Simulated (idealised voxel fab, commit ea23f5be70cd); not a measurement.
process module | voxel self aligned contacts
cross-section cut | 200 nm wide | cells 5 nm
A cross-section is a grid of square cells, given in bands from the top down. A band is one or more rows of cells.
Each band's line starts with the height of the band's top and of its bottom, in nm. Then come its materials from left to right, each with its width in nm. One material with "throughout" fills the band from edge to edge. "air" is empty space.
Height 0 is the level under which the wafer as received is all one material. The lowest band goes on downwards, as in "0 down".
A width such as "30 to 40" changes by the same amount from each row of cells to the next, from the band's top row to its bottom row.
"no change" after a step means that no cell of the cross-section changed.
closed voids: empty space of 8 cells or more with no open way to the top, each as width x height at its distance from the left edge, in nm
after a step's settings: what the simulator itself notes on the step
overlay nm, on a step with a mask: how far to the right of its planned place the mask lay; to the left if negative
plan
1 op RECEIVE | material Si
2 op CONFORMAL_DEP | material SiO2 | thk nm 5
3 op DIRECTIONAL_DEP | material polySi | thk nm 25
4 op DIRECTIONAL_DEP | material SiN | thk nm 20
5 op DIRECTIONAL_DEP | material aC | thk nm 15
6 op PATTERN | tone cover | mask id GATE | material resist | width nm 35 | pitch nm 70 | thk nm 35 | overlay nm 0
7 op DIRECTIONAL_ETCH | etch materials aC | depth nm 15
8 op STRIP | etch materials resist
9 op DIRECTIONAL_ETCH | etch materials SiN | depth nm 20
10 op DIRECTIONAL_ETCH | etch materials polySi | depth nm 25
11 op STRIP | etch materials aC
12 op CONFORMAL_DEP | material SiN | thk nm 10
13 op DIRECTIONAL_ETCH | etch materials SiN | depth nm 10
14 op FILL_DEP | material SiO2 | thk nm 10
15 op CMP | height nm 55
16 op PATTERN | tone open | mask id CONTACT | material resist | width nm 55 | thk nm 15 | overlay nm 0
17 op DIRECTIONAL_ETCH | etch materials SiO2 | depth nm 55
18 op STRIP | etch materials resist
19 op CONFORMAL_DEP | material TiN | thk nm 5
20 op FILL_DEP | material W | thk nm 5
21 op CMP | height nm 55
22 op CONFORMAL_DEP | material SiN | thk nm 5
first wafer, as planned
as received, after step 1
  0 down: Si throughout
  closed voids: none
after step 2
  5 to 0: SiO2 throughout
  below 0: unchanged
after step 3
  30 to 5: polySi throughout
  below 5: unchanged
after step 4
  50 to 30: SiN throughout
  below 30: unchanged
after step 5
  65 to 50: aC throughout
  below 50: unchanged
after step 6
  100 to 65: air 45 | resist 35 | air 35 | resist 35 | air 50
  below 65: unchanged
after step 7
  85 to 65: air 45 | resist 35 | air 35 | resist 35 | air 50
  65 to 50: air 45 | aC 35 | air 35 | aC 35 | air 50
  below 50: unchanged
after step 8
  65 to 50: air 45 | aC 35 | air 35 | aC 35 | air 50
  below 50: unchanged
after step 9
  65 to 50: air 45 | aC 35 | air 35 | aC 35 | air 50
  50 to 30: air 45 | SiN 35 | air 35 | SiN 35 | air 50
  below 30: unchanged
after step 10
  65 to 50: air 45 | aC 35 | air 35 | aC 35 | air 50
  50 to 30: air 45 | SiN 35 | air 35 | SiN 35 | air 50
  30 to 5: air 45 | polySi 35 | air 35 | polySi 35 | air 50
  below 5: unchanged
after step 11
  50 to 30: air 45 | SiN 35 | air 35 | SiN 35 | air 50
  below 30: unchanged
after step 12
  60 to 30: air 35 | SiN 55 | air 15 | SiN 55 | air 40
  30 to 15: air 35 | SiN 10 | polySi 35 | SiN 10 | air 15 | SiN 10 | polySi 35 | SiN 10 | air 40
  15 to 5: SiN 45 | polySi 35 | SiN 35 | polySi 35 | SiN 50
  below 5: unchanged
after step 13
  50 to 30: air 35 | SiN 55 | air 15 | SiN 55 | air 40
  30 to 5: air 35 | SiN 10 | polySi 35 | SiN 10 | air 15 | SiN 10 | polySi 35 | SiN 10 | air 40
  below 5: unchanged
after step 14
  60 to 50: SiO2 throughout
  50 to 30: SiO2 35 | SiN 55 | SiO2 15 | SiN 55 | SiO2 40
  30 to 5: SiO2 35 | SiN 10 | polySi 35 | SiN 10 | SiO2 15 | SiN 10 | polySi 35 | SiN 10 | SiO2 40
  below 5: unchanged
after step 15
  55 to 50: SiO2 throughout
  below 50: unchanged
after step 16
  70 to 55: resist 70 | air 55 | resist 75
  below 55: unchanged
after step 17
  70 to 55: resist 70 | air 55 | resist 75
  55 to 50: SiO2 70 | air 55 | SiO2 75
  50 to 30: SiO2 35 | SiN 55 | air 15 | SiN 55 | SiO2 40
  30 to 5: SiO2 35 | SiN 10 | polySi 35 | SiN 10 | air 15 | SiN 10 | polySi 35 | SiN 10 | SiO2 40
  5 to 0: SiO2 90 | air 15 | SiO2 95
  below 0: unchanged
after step 18
  55 to 50: SiO2 70 | air 55 | SiO2 75
  below 50: unchanged
after step 19
  60 to 55: TiN 75 | air 45 | TiN 80
  55 to 50: SiO2 70 | TiN 25 | air 5 | TiN 25 | SiO2 75
  50 to 30: SiO2 35 | SiN 55 | TiN 5 | air 5 | TiN 5 | SiN 55 | SiO2 40
  30 to 5: SiO2 35 | SiN 10 | polySi 35 | SiN 10 | TiN 5 | air 5 | TiN 5 | SiN 10 | polySi 35 | SiN 10 | SiO2 40
  5 to 0: SiO2 90 | TiN 15 | SiO2 95
  below 0: unchanged
after step 20
  65 to 60: W throughout
  60 to 55: TiN 75 | W 45 | TiN 80
  55 to 50: SiO2 70 | TiN 25 | W 5 | TiN 25 | SiO2 75
  50 to 30: SiO2 35 | SiN 55 | TiN 5 | W 5 | TiN 5 | SiN 55 | SiO2 40
  30 to 5: SiO2 35 | SiN 10 | polySi 35 | SiN 10 | TiN 5 | W 5 | TiN 5 | SiN 10 | polySi 35 | SiN 10 | SiO2 40
  below 5: unchanged
after step 21
  55 to 50: SiO2 70 | TiN 25 | W 5 | TiN 25 | SiO2 75
  below 50: unchanged
after step 22
  60 to 55: SiN throughout
  below 55: unchanged
second wafer: like start, like plan, one mistake. Through step 15 it matches the first wafer
when step 16 should have ended
  70 to 55: resist 75 | air 55 | resist 70
  below 55: unchanged
when step 17 should have ended
  70 to 55: resist 75 | air 55 | resist 70
  55 to 50: SiO2 75 | air 55 | SiO2 70
  50 to 30: SiO2 35 | SiN 55 | air 15 | SiN 55 | SiO2 40
  30 to 5: SiO2 35 | SiN 10 | polySi 35 | SiN 10 | air 15 | SiN 10 | polySi 35 | SiN 10 | SiO2 40
  5 to 0: SiO2 90 | air 15 | SiO2 95
  below 0: unchanged
when step 18 should have ended
  55 to 50: SiO2 75 | air 55 | SiO2 70
  below 50: unchanged
when step 19 should have ended
  60 to 55: TiN 80 | air 45 | TiN 75
  55 to 50: SiO2 75 | TiN 20 | air 5 | TiN 30 | SiO2 70
  50 to 30: SiO2 35 | SiN 55 | TiN 5 | air 5 | TiN 5 | SiN 55 | SiO2 40
  30 to 5: SiO2 35 | SiN 10 | polySi 35 | SiN 10 | TiN 5 | air 5 | TiN 5 | SiN 10 | polySi 35 | SiN 10 | SiO2 40
  5 to 0: SiO2 90 | TiN 15 | SiO2 95
  below 0: unchanged
when step 20 should have ended
  65 to 60: W throughout
  60 to 55: TiN 80 | W 45 | TiN 75
  55 to 50: SiO2 75 | TiN 20 | W 5 | TiN 30 | SiO2 70
  50 to 30: SiO2 35 | SiN 55 | TiN 5 | W 5 | TiN 5 | SiN 55 | SiO2 40
  30 to 5: SiO2 35 | SiN 10 | polySi 35 | SiN 10 | TiN 5 | W 5 | TiN 5 | SiN 10 | polySi 35 | SiN 10 | SiO2 40
  below 5: unchanged
when step 21 should have ended
  55 to 50: SiO2 75 | TiN 20 | W 5 | TiN 30 | SiO2 70
  below 50: unchanged
when step 22 should have ended
  60 to 55: SiN throughout
  below 55: unchanged
what went wrong: step 16 ran as: op PATTERN | tone open | mask id CONTACT | material resist | width nm 55 | thk nm 15 | overlay nm 5
at the end the second wafer has, in cells: as many of each material as the first, in other places
